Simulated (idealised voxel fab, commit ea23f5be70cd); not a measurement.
Process module under the name voxel wiring stack
Shown is cross-section cut, with a width of 225 nm and square cells of size 5 nm.
Bands, listed from the top down, are how a cross-section gets written in this document; the cross-section itself is a grid of square cells, and a band is one or more rows of them. Per band: top height and bottom height in nm, followed by the left-to-right materials and their widths in nm; "edge to edge" marks a single material spanning edge to edge, "air" marks empty space. Basically, 0 is our baseline, since under it the wafer straight out of the box is all one material. The bottom band has no lower end and keeps on going down, so it looks like "top 0, no bottom". A two-number width, for instance "30..40", indicates that the width is equal to the first number in the top row of the band and to the second number in the bottom row, and that it changes by a constant amount per row of cells. Key: "no alteration" - step with no changed cell in the cross-section. The entry "Closed void entries" lists the empty spaces that cover at least 8 cells and have no open path to the top. Each is written as width x height at distance, where the distance is measured from the left edge and all three values are in nm. It should be noted that, on the line of a given step, the content following the step's settings is a remark produced by the simulator itself with respect to that step. "overlay nm" answers the question of how far to the right of plan the mask lay on a step that has a mask, and when it is negative the answer is to the left.

THESE ARE THE STEPS WE PLANNED FOR THE PROCESS
- 1: RECEIVE: material Si
- 2: CONFORMAL_DEP: material SiO2, thk nm 10
- 3: CONFORMAL_DEP: material SiCN, thk nm 5
- 4: DIRECTIONAL_DEP: material SiO2, thk nm 15
- 5: DIRECTIONAL_DEP: material aC, thk nm 15
- 6: PATTERN: tone open, mask id METAL_1, material resist, width nm 25, pitch nm 50, thk nm 30, overlay nm 0
- 7: DIRECTIONAL_ETCH: etch materials aC, depth nm 15
- 8: STRIP: etch materials resist
- 9: DIRECTIONAL_ETCH: etch materials SiO2, depth nm 15
- 10: DIRECTIONAL_ETCH: etch materials SiCN, depth nm 5
- 11: STRIP: etch materials aC
- 12: CONFORMAL_DEP: material TiN, thk nm 5
- 13: FILL_DEP: material Cu, thk nm 10
- 14: CMP: height nm 30
- 15: CONFORMAL_DEP: material SiCN, thk nm 5
- 16: DIRECTIONAL_DEP: material lowk, thk nm 15
- 17: MASKED_ETCH: tone open, mask id PLUG_1, width nm 15, pitch nm 50, etch materials lowk, depth nm 15, overlay nm 0
- 18: MASKED_ETCH: tone open, mask id PLUG_1, width nm 15, pitch nm 50, etch materials SiCN, depth nm 5, overlay nm 0
- 19: CONFORMAL_DEP: material TiN, thk nm 5
- 20: FILL_DEP: material Ru, thk nm 10
- 21: CMP: height nm 50
- 22: DIRECTIONAL_DEP: material TiN, thk nm 5
- 23: DIRECTIONAL_DEP: material W, thk nm 15
- 24: PATTERN: tone cover, mask id METAL_2, material resist, width nm 25, pitch nm 50, thk nm 20, overlay nm 0
- 25: DIRECTIONAL_ETCH: etch materials W, depth nm 15
- 26: DIRECTIONAL_ETCH: etch materials TiN, depth nm 5
- 27: STRIP: etch materials resist
- 28: CONFORMAL_DEP: material SiN, thk nm 5
- 29: FILL_DEP: material lowk, thk nm 5
- 30: CMP: height nm 70
- 31: CONFORMAL_DEP: material SiCN, thk nm 5

FIRST OF THE TWO WAFERS, RUN PER PLAN

INCOMING WAFER, CROSS-SECTIONAL VIEW, POST STEP 1
    top 0, no bottom  Si edge to edge
    Closed void entries: none

TAKE A LOOK AT THE WAFER'S CROSS-SECTION AFTER STEP 2
    top 10, bottom 0  SiO2 edge to edge
    Beneath the level 0, the cross-section is identical to its previous state.

TAKE A LOOK AT THE WAFER'S CROSS-SECTION AFTER STEP 3
    top 15, bottom 10  SiCN edge to edge
    Beneath the level 10, the cross-section is identical to its previous state.

TAKE A LOOK AT THE WAFER'S CROSS-SECTION AFTER STEP 4
    top 30, bottom 15  SiO2 edge to edge
    Beneath the level 15, the cross-section is identical to its previous state.

TAKE A LOOK AT THE WAFER'S CROSS-SECTION AFTER STEP 5
    top 45, bottom 30  aC edge to edge
    Beneath the level 30, the cross-section is identical to its previous state.

TAKE A LOOK AT THE WAFER'S CROSS-SECTION AFTER STEP 6
    top 75, bottom 45  resist=75, air=25, resist=25, air=25, resist=75
    Beneath the level 45, the cross-section is identical to its previous state.

TAKE A LOOK AT THE WAFER'S CROSS-SECTION AFTER STEP 7
    top 60, bottom 45  resist=75, air=25, resist=25, air=25, resist=75
    top 45, bottom 30  aC=75, air=25, aC=25, air=25, aC=75
    Beneath the level 30, the cross-section is identical to its previous state.

TAKE A LOOK AT THE WAFER'S CROSS-SECTION AFTER STEP 8
    top 45, bottom 30  aC=75, air=25, aC=25, air=25, aC=75
    Beneath the level 30, the cross-section is identical to its previous state.

TAKE A LOOK AT THE WAFER'S CROSS-SECTION AFTER STEP 9
    top 45, bottom 30  aC=75, air=25, aC=25, air=25, aC=75
    top 30, bottom 15  SiO2=75, air=25, SiO2=25, air=25, SiO2=75
    Beneath the level 15, the cross-section is identical to its previous state.

TAKE A LOOK AT THE WAFER'S CROSS-SECTION AFTER STEP 10
    top 45, bottom 30  aC=75, air=25, aC=25, air=25, aC=75
    top 30, bottom 15  SiO2=75, air=25, SiO2=25, air=25, SiO2=75
    top 15, bottom 10  SiCN=75, air=25, SiCN=25, air=25, SiCN=75
    Beneath the level 10, the cross-section is identical to its previous state.

TAKE A LOOK AT THE WAFER'S CROSS-SECTION AFTER STEP 11
    top 30, bottom 15  SiO2=75, air=25, SiO2=25, air=25, SiO2=75
    Beneath the level 15, the cross-section is identical to its previous state.

TAKE A LOOK AT THE WAFER'S CROSS-SECTION AFTER STEP 12
    top 35, bottom 30  TiN=80, air=15, TiN=35, air=15, TiN=80
    top 30, bottom 15  SiO2=75, TiN=5, air=15, TiN=5, SiO2=25, TiN=5, air=15, TiN=5, SiO2=75
    top 15, bottom 10  SiCN=75, TiN=25, SiCN=25, TiN=25, SiCN=75
    Beneath the level 10, the cross-section is identical to its previous state.

TAKE A LOOK AT THE WAFER'S CROSS-SECTION AFTER STEP 13
    top 45, bottom 35  Cu edge to edge
    top 35, bottom 30  TiN=80, Cu=15, TiN=35, Cu=15, TiN=80
    top 30, bottom 15  SiO2=75, TiN=5, Cu=15, TiN=5, SiO2=25, TiN=5, Cu=15, TiN=5, SiO2=75
    Beneath the level 15, the cross-section is identical to its previous state.

TAKE A LOOK AT THE WAFER'S CROSS-SECTION AFTER STEP 14
    top 30, bottom 15  SiO2=75, TiN=5, Cu=15, TiN=5, SiO2=25, TiN=5, Cu=15, TiN=5, SiO2=75
    Beneath the level 15, the cross-section is identical to its previous state.

TAKE A LOOK AT THE WAFER'S CROSS-SECTION AFTER STEP 15
    top 35, bottom 30  SiCN edge to edge
    Beneath the level 30, the cross-section is identical to its previous state.

TAKE A LOOK AT THE WAFER'S CROSS-SECTION AFTER STEP 16
    top 50, bottom 35  lowk edge to edge
    Beneath the level 35, the cross-section is identical to its previous state.

TAKE A LOOK AT THE WAFER'S CROSS-SECTION AFTER STEP 17
    top 50, bottom 35  lowk=75, air=15, lowk=35, air=15, lowk=85
    Beneath the level 35, the cross-section is identical to its previous state.

TAKE A LOOK AT THE WAFER'S CROSS-SECTION AFTER STEP 18
    top 50, bottom 35  lowk=75, air=15, lowk=35, air=15, lowk=85
    top 35, bottom 30  SiCN=75, air=15, SiCN=35, air=15, SiCN=85
    Beneath the level 30, the cross-section is identical to its previous state.

TAKE A LOOK AT THE WAFER'S CROSS-SECTION AFTER STEP 19
    top 55, bottom 50  TiN=80, air=5, TiN=45, air=5, TiN=90
    top 50, bottom 35  lowk=75, TiN=5, air=5, TiN=5, lowk=35, TiN=5, air=5, TiN=5, lowk=85
    top 35, bottom 30  SiCN=75, TiN=15, SiCN=35, TiN=15, SiCN=85
    Beneath the level 30, the cross-section is identical to its previous state.

TAKE A LOOK AT THE WAFER'S CROSS-SECTION AFTER STEP 20
    top 65, bottom 55  Ru edge to edge
    top 55, bottom 50  TiN=80, Ru=5, TiN=45, Ru=5, TiN=90
    top 50, bottom 35  lowk=75, TiN=5, Ru=5, TiN=5, lowk=35, TiN=5, Ru=5, TiN=5, lowk=85
    Beneath the level 35, the cross-section is identical to its previous state.

TAKE A LOOK AT THE WAFER'S CROSS-SECTION AFTER STEP 21
    top 50, bottom 35  lowk=75, TiN=5, Ru=5, TiN=5, lowk=35, TiN=5, Ru=5, TiN=5, lowk=85
    Beneath the level 35, the cross-section is identical to its previous state.

TAKE A LOOK AT THE WAFER'S CROSS-SECTION AFTER STEP 22
    top 55, bottom 50  TiN edge to edge
    Beneath the level 50, the cross-section is identical to its previous state.

TAKE A LOOK AT THE WAFER'S CROSS-SECTION AFTER STEP 23
    top 70, bottom 55  W edge to edge
    Beneath the level 55, the cross-section is identical to its previous state.

TAKE A LOOK AT THE WAFER'S CROSS-SECTION AFTER STEP 24
    top 90, bottom 70  air=75, resist=25, air=25, resist=25, air=75
    Beneath the level 70, the cross-section is identical to its previous state.

TAKE A LOOK AT THE WAFER'S CROSS-SECTION AFTER STEP 25
    top 90, bottom 70  air=75, resist=25, air=25, resist=25, air=75
    top 70, bottom 55  air=75, W=25, air=25, W=25, air=75
    Beneath the level 55, the cross-section is identical to its previous state.

TAKE A LOOK AT THE WAFER'S CROSS-SECTION AFTER STEP 26
    top 90, bottom 70  air=75, resist=25, air=25, resist=25, air=75
    top 70, bottom 55  air=75, W=25, air=25, W=25, air=75
    top 55, bottom 50  air=75, TiN=25, air=25, TiN=25, air=75
    Beneath the level 50, the cross-section is identical to its previous state.

TAKE A LOOK AT THE WAFER'S CROSS-SECTION AFTER STEP 27
    top 70, bottom 55  air=75, W=25, air=25, W=25, air=75
    Beneath the level 55, the cross-section is identical to its previous state.

TAKE A LOOK AT THE WAFER'S CROSS-SECTION AFTER STEP 28
    top 75, bottom 70  air=70, SiN=35, air=15, SiN=35, air=70
    top 70, bottom 55  air=70, SiN=5, W=25, SiN=5, air=15, SiN=5, W=25, SiN=5, air=70
    top 55, bottom 50  SiN=75, TiN=25, SiN=25, TiN=25, SiN=75
    Beneath the level 50, the cross-section is identical to its previous state.

TAKE A LOOK AT THE WAFER'S CROSS-SECTION AFTER STEP 29
    top 80, bottom 75  lowk edge to edge
    top 75, bottom 70  lowk=70, SiN=35, lowk=15, SiN=35, lowk=70
    top 70, bottom 55  lowk=70, SiN=5, W=25, SiN=5, lowk=15, SiN=5, W=25, SiN=5, lowk=70
    Beneath the level 55, the cross-section is identical to its previous state.

TAKE A LOOK AT THE WAFER'S CROSS-SECTION AFTER STEP 30
    top 70, bottom 55  lowk=70, SiN=5, W=25, SiN=5, lowk=15, SiN=5, W=25, SiN=5, lowk=70
    Beneath the level 55, the cross-section is identical to its previous state.

TAKE A LOOK AT THE WAFER'S CROSS-SECTION AFTER STEP 31
    top 75, bottom 70  SiCN edge to edge
    Beneath the level 70, the cross-section is identical to its previous state.

WAFER TWO OF TWO - SAME STARTING POINT, SAME PROCESS PLAN, ONE MISTAKE IN EXECUTION; MATCHES WAFER ONE UP TO AND INCLUDING STEP 15

Cross-sectional representation of the second wafer at the time designated in the plan for the completion of step 16: no alteration

Cross-sectional representation of the second wafer at the time designated in the plan for the completion of step 17: no alteration

CROSS-SECTIONAL REPRESENTATION OF THE SECOND WAFER AT THE TIME DESIGNATED IN THE PLAN FOR THE COMPLETION OF STEP 18
    top 35, bottom 30  SiCN=75, air=15, SiCN=35, air=15, SiCN=85
    Beneath the level 30, the cross-section is identical to its previous state.

CROSS-SECTIONAL REPRESENTATION OF THE SECOND WAFER AT THE TIME DESIGNATED IN THE PLAN FOR THE COMPLETION OF STEP 19
    top 40, bottom 35  TiN=80, air=5, TiN=45, air=5, TiN=90
    top 35, bottom 30  SiCN=75, TiN=15, SiCN=35, TiN=15, SiCN=85
    Beneath the level 30, the cross-section is identical to its previous state.

CROSS-SECTIONAL REPRESENTATION OF THE SECOND WAFER AT THE TIME DESIGNATED IN THE PLAN FOR THE COMPLETION OF STEP 20
    top 50, bottom 40  Ru edge to edge
    top 40, bottom 35  TiN=80, Ru=5, TiN=45, Ru=5, TiN=90
    Beneath the level 35, the cross-section is identical to its previous state.

Cross-sectional representation of the second wafer at the time designated in the plan for the completion of step 21: no alteration

CROSS-SECTIONAL REPRESENTATION OF THE SECOND WAFER AT THE TIME DESIGNATED IN THE PLAN FOR THE COMPLETION OF STEP 22
    top 55, bottom 50  TiN edge to edge
    Beneath the level 50, the cross-section is identical to its previous state.

CROSS-SECTIONAL REPRESENTATION OF THE SECOND WAFER AT THE TIME DESIGNATED IN THE PLAN FOR THE COMPLETION OF STEP 23
    top 70, bottom 55  W edge to edge
    Beneath the level 55, the cross-section is identical to its previous state.

CROSS-SECTIONAL REPRESENTATION OF THE SECOND WAFER AT THE TIME DESIGNATED IN THE PLAN FOR THE COMPLETION OF STEP 24
    top 90, bottom 70  air=75, resist=25, air=25, resist=25, air=75
    Beneath the level 70, the cross-section is identical to its previous state.

CROSS-SECTIONAL REPRESENTATION OF THE SECOND WAFER AT THE TIME DESIGNATED IN THE PLAN FOR THE COMPLETION OF STEP 25
    top 90, bottom 70  air=75, resist=25, air=25, resist=25, air=75
    top 70, bottom 55  air=75, W=25, air=25, W=25, air=75
    Beneath the level 55, the cross-section is identical to its previous state.

CROSS-SECTIONAL REPRESENTATION OF THE SECOND WAFER AT THE TIME DESIGNATED IN THE PLAN FOR THE COMPLETION OF STEP 26
    top 90, bottom 70  air=75, resist=25, air=25, resist=25, air=75
    top 70, bottom 55  air=75, W=25, air=25, W=25, air=75
    top 55, bottom 50  air=75, TiN=25, air=25, TiN=25, air=75
    Beneath the level 50, the cross-section is identical to its previous state.

CROSS-SECTIONAL REPRESENTATION OF THE SECOND WAFER AT THE TIME DESIGNATED IN THE PLAN FOR THE COMPLETION OF STEP 27
    top 70, bottom 55  air=75, W=25, air=25, W=25, air=75
    Beneath the level 55, the cross-section is identical to its previous state.

CROSS-SECTIONAL REPRESENTATION OF THE SECOND WAFER AT THE TIME DESIGNATED IN THE PLAN FOR THE COMPLETION OF STEP 28
    top 75, bottom 70  air=70, SiN=35, air=15, SiN=35, air=70
    top 70, bottom 55  air=70, SiN=5, W=25, SiN=5, air=15, SiN=5, W=25, SiN=5, air=70
    top 55, bottom 50  SiN=75, TiN=25, SiN=25, TiN=25, SiN=75
    Beneath the level 50, the cross-section is identical to its previous state.

CROSS-SECTIONAL REPRESENTATION OF THE SECOND WAFER AT THE TIME DESIGNATED IN THE PLAN FOR THE COMPLETION OF STEP 29
    top 80, bottom 75  lowk edge to edge
    top 75, bottom 70  lowk=70, SiN=35, lowk=15, SiN=35, lowk=70
    top 70, bottom 55  lowk=70, SiN=5, W=25, SiN=5, lowk=15, SiN=5, W=25, SiN=5, lowk=70
    Beneath the level 55, the cross-section is identical to its previous state.

CROSS-SECTIONAL REPRESENTATION OF THE SECOND WAFER AT THE TIME DESIGNATED IN THE PLAN FOR THE COMPLETION OF STEP 30
    top 70, bottom 55  lowk=70, SiN=5, W=25, SiN=5, lowk=15, SiN=5, W=25, SiN=5, lowk=70
    Beneath the level 55, the cross-section is identical to its previous state.

CROSS-SECTIONAL REPRESENTATION OF THE SECOND WAFER AT THE TIME DESIGNATED IN THE PLAN FOR THE COMPLETION OF STEP 31
    top 75, bottom 70  SiCN edge to edge
    Beneath the level 70, the cross-section is identical to its previous state.
It is concluded that the wafer was processed incorrectly with respect to the plan, in that step 16 of the plan got skipped, so it never ran
It is noted that, at the conclusion of processing, the second wafer exhibits a higher or lower cell count for certain materials relative to the first: +86 Ru | +31 TiN | -117 lowk
